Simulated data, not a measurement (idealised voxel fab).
The following process module bears the name voxel ribs on slabs.
Pictured: cross-section cut, 190 nm wide, on a grid of 5 nm square cells.
In what follows, cross-sections appear as grids of square cells, described through bands that run from the top down, where every band is one or more rows of cells.
Look at the band entry: it leads with the top's height and the bottom's height in nm. Then it lists the materials left to right, with a width in nm for each. The word "everywhere" on a single material says that material fills the band edge to edge. The word "blank" is empty space.
Heights are reckoned from 0. Under this level, the received wafer is all of one material. The bottommost band is open-ended downward, for example "0 -> down".
Think of "30 to 40" as a width that walks from the first number to the second as you go down the band, top row to bottom row, taking equal-sized steps from row to row.
"no alterations made" after a step means that no cell of the cross-section changed.
The entry titled "Catalogued sealed voids" provides the empty spaces that have no open way to the top, restricted to those of 8 cells or more. Each is presented as width x height at distance, the distance being measured from the left edge, with all three in nm.
That trailing text on a step's line, after the settings, is the simulator's own remark on the step.
"overlay nm" on a masked step: distance the mask lay right of its planned place, negative for left.

# Listed below are the process steps as planned
| 1 | RECEIVE [material Si] |
| 2 | DIRECTIONAL_DEP [material SiO2] [thk nm 30] |
| 3 | DIRECTIONAL_DEP [material polySi] [thk nm 20] |
| 4 | DIRECTIONAL_DEP [material aC] [thk nm 10] |
| 5 | PATTERN [tone cover] [mask id RIB] [material resist] [width nm 30] [thk nm 30] [overlay nm 0] |
| 6 | DIRECTIONAL_ETCH [etch materials aC] [depth nm 10] |
| 7 | STRIP [etch materials resist] |
| 8 | DIRECTIONAL_ETCH [etch materials polySi] [depth nm 5] |
| 9 | STRIP [etch materials aC] |
| 10 | DIRECTIONAL_DEP [material aC] [thk nm 10] |
| 11 | PATTERN [tone cover] [mask id SLAB] [material resist] [width nm 80] [thk nm 25] [overlay nm 0] |
| 12 | DIRECTIONAL_ETCH [etch materials aC] [depth nm 10] |
| 13 | STRIP [etch materials resist] |
| 14 | DIRECTIONAL_ETCH [etch materials polySi] [depth nm 15] |
| 15 | STRIP [etch materials aC] |
| 16 | FILL_DEP [material SiO2] [thk nm 30] |
| 17 | CMP [height nm 70] |
| 18 | DIRECTIONAL_DEP [material TiN] [thk nm 5] |
| 19 | PATTERN [tone cover] [mask id HEATER] [material resist] [width nm 40] [thk nm 20] [overlay nm 0] |
| 20 | DIRECTIONAL_ETCH [etch materials TiN] [depth nm 5] |
| 21 | STRIP [etch materials resist] |
| 22 | CONFORMAL_DEP [material SiO2] [thk nm 10] |

# The first of two wafers, run as planned

# Step 1 complete: cross-section of the wafer as received
* 0 -> down: Si everywhere
* Catalogued sealed voids: none

# The following cross-section depicts the wafer upon completion of step 2
* 30 -> 0: SiO2 everywhere
* Note: structure below 0 unchanged.

# The following cross-section depicts the wafer upon completion of step 3
* 50 -> 30: polySi everywhere
* Note: structure below 30 unchanged.

# The following cross-section depicts the wafer upon completion of step 4
* 60 -> 50: aC everywhere
* Note: structure below 50 unchanged.

# The following cross-section depicts the wafer upon completion of step 5
* 90 -> 60: 80 nm blank, 30 nm resist, 80 nm blank
* Note: structure below 60 unchanged.

# The following cross-section depicts the wafer upon completion of step 6
* 80 -> 60: 80 nm blank, 30 nm resist, 80 nm blank
* 60 -> 50: 80 nm blank, 30 nm aC, 80 nm blank
* Note: structure below 50 unchanged.

# The following cross-section depicts the wafer upon completion of step 7
* 60 -> 50: 80 nm blank, 30 nm aC, 80 nm blank
* Note: structure below 50 unchanged.

# The following cross-section depicts the wafer upon completion of step 8
* 60 -> 50: 80 nm blank, 30 nm aC, 80 nm blank
* 50 -> 45: 80 nm blank, 30 nm polySi, 80 nm blank
* Note: structure below 45 unchanged.

# The following cross-section depicts the wafer upon completion of step 9
* 50 -> 45: 80 nm blank, 30 nm polySi, 80 nm blank
* Note: structure below 45 unchanged.

# The following cross-section depicts the wafer upon completion of step 10
* 60 -> 55: 80 nm blank, 30 nm aC, 80 nm blank
* 55 -> 50: aC everywhere
* 50 -> 45: 80 nm aC, 30 nm polySi, 80 nm aC
* Note: structure below 45 unchanged.

# The following cross-section depicts the wafer upon completion of step 11
* 85 -> 60: 55 nm blank, 80 nm resist, 55 nm blank
* 60 -> 55: 55 nm blank, 25 nm resist, 30 nm aC, 25 nm resist, 55 nm blank
* Note: structure below 55 unchanged.

# The following cross-section depicts the wafer upon completion of step 12
* 75 -> 60: 55 nm blank, 80 nm resist, 55 nm blank
* 60 -> 55: 55 nm blank, 25 nm resist, 30 nm aC, 25 nm resist, 55 nm blank
* 55 -> 50: 55 nm blank, 80 nm aC, 55 nm blank
* 50 -> 45: 55 nm blank, 25 nm aC, 30 nm polySi, 25 nm aC, 55 nm blank
* Note: structure below 45 unchanged.

# The following cross-section depicts the wafer upon completion of step 13
* 60 -> 50: 80 to 55 nm blank, 30 to 80 nm aC, 80 to 55 nm blank
* Note: structure below 50 unchanged.

# The following cross-section depicts the wafer upon completion of step 14
* 60 -> 50: 80 to 55 nm blank, 30 to 80 nm aC, 80 to 55 nm blank
* 50 -> 45: 55 nm blank, 25 nm aC, 30 nm polySi, 25 nm aC, 55 nm blank
* 45 -> 30: 55 nm blank, 80 nm polySi, 55 nm blank
* Note: structure below 30 unchanged.

# The following cross-section depicts the wafer upon completion of step 15
* 50 -> 45: 80 nm blank, 30 nm polySi, 80 nm blank
* Note: structure below 45 unchanged.

# The following cross-section depicts the wafer upon completion of step 16
* 80 -> 50: SiO2 everywhere
* 50 -> 45: 80 nm SiO2, 30 nm polySi, 80 nm SiO2
* 45 -> 30: 55 nm SiO2, 80 nm polySi, 55 nm SiO2
* Note: structure below 30 unchanged.

# The following cross-section depicts the wafer upon completion of step 17
* 70 -> 50: SiO2 everywhere
* Note: structure below 50 unchanged.

# The following cross-section depicts the wafer upon completion of step 18
* 75 -> 70: TiN everywhere
* Note: structure below 70 unchanged.

# The following cross-section depicts the wafer upon completion of step 19
* 95 -> 75: 75 nm blank, 40 nm resist, 75 nm blank
* Note: structure below 75 unchanged.

# The following cross-section depicts the wafer upon completion of step 20
* 95 -> 75: 75 nm blank, 40 nm resist, 75 nm blank
* 75 -> 70: 75 nm blank, 40 nm TiN, 75 nm blank
* Note: structure below 70 unchanged.

# The following cross-section depicts the wafer upon completion of step 21
* 75 -> 70: 75 nm blank, 40 nm TiN, 75 nm blank
* Note: structure below 70 unchanged.

# The following cross-section depicts the wafer upon completion of step 22
* 85 -> 80: 65 nm blank, 60 nm SiO2, 65 nm blank
* 80 -> 75: SiO2 everywhere
* 75 -> 70: 75 nm SiO2, 40 nm TiN, 75 nm SiO2
* Note: structure below 70 unchanged.

# Second of two: same start, same plan, one run error; steps up to and including 4 match the first

# Second wafer, section view, time point: scheduled end of step 5
* 90 -> 60: 75 nm blank, 30 nm resist, 85 nm blank
* Note: structure below 60 unchanged.

# Second wafer, section view, time point: scheduled end of step 6
* 80 -> 60: 75 nm blank, 30 nm resist, 85 nm blank
* 60 -> 50: 75 nm blank, 30 nm aC, 85 nm blank
* Note: structure below 50 unchanged.

# Second wafer, section view, time point: scheduled end of step 7
* 60 -> 50: 75 nm blank, 30 nm aC, 85 nm blank
* Note: structure below 50 unchanged.

# Second wafer, section view, time point: scheduled end of step 8
* 60 -> 50: 75 nm blank, 30 nm aC, 85 nm blank
* 50 -> 45: 75 nm blank, 30 nm polySi, 85 nm blank
* Note: structure below 45 unchanged.

# Second wafer, section view, time point: scheduled end of step 9
* 50 -> 45: 75 nm blank, 30 nm polySi, 85 nm blank
* Note: structure below 45 unchanged.

# Second wafer, section view, time point: scheduled end of step 10
* 60 -> 55: 75 nm blank, 30 nm aC, 85 nm blank
* 55 -> 50: aC everywhere
* 50 -> 45: 75 nm aC, 30 nm polySi, 85 nm aC
* Note: structure below 45 unchanged.

# Second wafer, section view, time point: scheduled end of step 11
* 85 -> 60: 55 nm blank, 80 nm resist, 55 nm blank
* 60 -> 55: 55 nm blank, 20 nm resist, 30 nm aC, 30 nm resist, 55 nm blank
* Note: structure below 55 unchanged.

# Second wafer, section view, time point: scheduled end of step 12
* 75 -> 60: 55 nm blank, 80 nm resist, 55 nm blank
* 60 -> 55: 55 nm blank, 20 nm resist, 30 nm aC, 30 nm resist, 55 nm blank
* 55 -> 50: 55 nm blank, 80 nm aC, 55 nm blank
* 50 -> 45: 55 nm blank, 20 nm aC, 30 nm polySi, 30 nm aC, 55 nm blank
* Note: structure below 45 unchanged.

# Second wafer, section view, time point: scheduled end of step 13
* 60 -> 50: 75 to 55 nm blank, 30 to 80 nm aC, 85 to 55 nm blank
* Note: structure below 50 unchanged.

# Second wafer, section view, time point: scheduled end of step 14
* 60 -> 50: 75 to 55 nm blank, 30 to 80 nm aC, 85 to 55 nm blank
* 50 -> 45: 55 nm blank, 20 nm aC, 30 nm polySi, 30 nm aC, 55 nm blank
* 45 -> 30: 55 nm blank, 80 nm polySi, 55 nm blank
* Note: structure below 30 unchanged.

# Second wafer, section view, time point: scheduled end of step 15
* 50 -> 45: 75 nm blank, 30 nm polySi, 85 nm blank
* Note: structure below 45 unchanged.

# Second wafer, section view, time point: scheduled end of step 16
* 80 -> 50: SiO2 everywhere
* 50 -> 45: 75 nm SiO2, 30 nm polySi, 85 nm SiO2
* 45 -> 30: 55 nm SiO2, 80 nm polySi, 55 nm SiO2
* Note: structure below 30 unchanged.

# Second wafer, section view, time point: scheduled end of step 17
* 70 -> 50: SiO2 everywhere
* Note: structure below 50 unchanged.

# Second wafer, section view, time point: scheduled end of step 18
* 75 -> 70: TiN everywhere
* Note: structure below 70 unchanged.

# Second wafer, section view, time point: scheduled end of step 19
* 95 -> 75: 75 nm blank, 40 nm resist, 75 nm blank
* Note: structure below 75 unchanged.

# Second wafer, section view, time point: scheduled end of step 20
* 95 -> 75: 75 nm blank, 40 nm resist, 75 nm blank
* 75 -> 70: 75 nm blank, 40 nm TiN, 75 nm blank
* Note: structure below 70 unchanged.

# Second wafer, section view, time point: scheduled end of step 21
* 75 -> 70: 75 nm blank, 40 nm TiN, 75 nm blank
* Note: structure below 70 unchanged.

# Second wafer, section view, time point: scheduled end of step 22
* 85 -> 80: 65 nm blank, 60 nm SiO2, 65 nm blank
* 80 -> 75: SiO2 everywhere
* 75 -> 70: 75 nm SiO2, 40 nm TiN, 75 nm SiO2
* Note: structure below 70 unchanged.
What went wrong in running the wafer? step 5 changed vs plan, executed as PATTERN [tone cover] [mask id RIB] [material resist] [width nm 30] [thk nm 30] [overlay nm -5]
Cell counts per material: same on both final wafers. Positions: different.
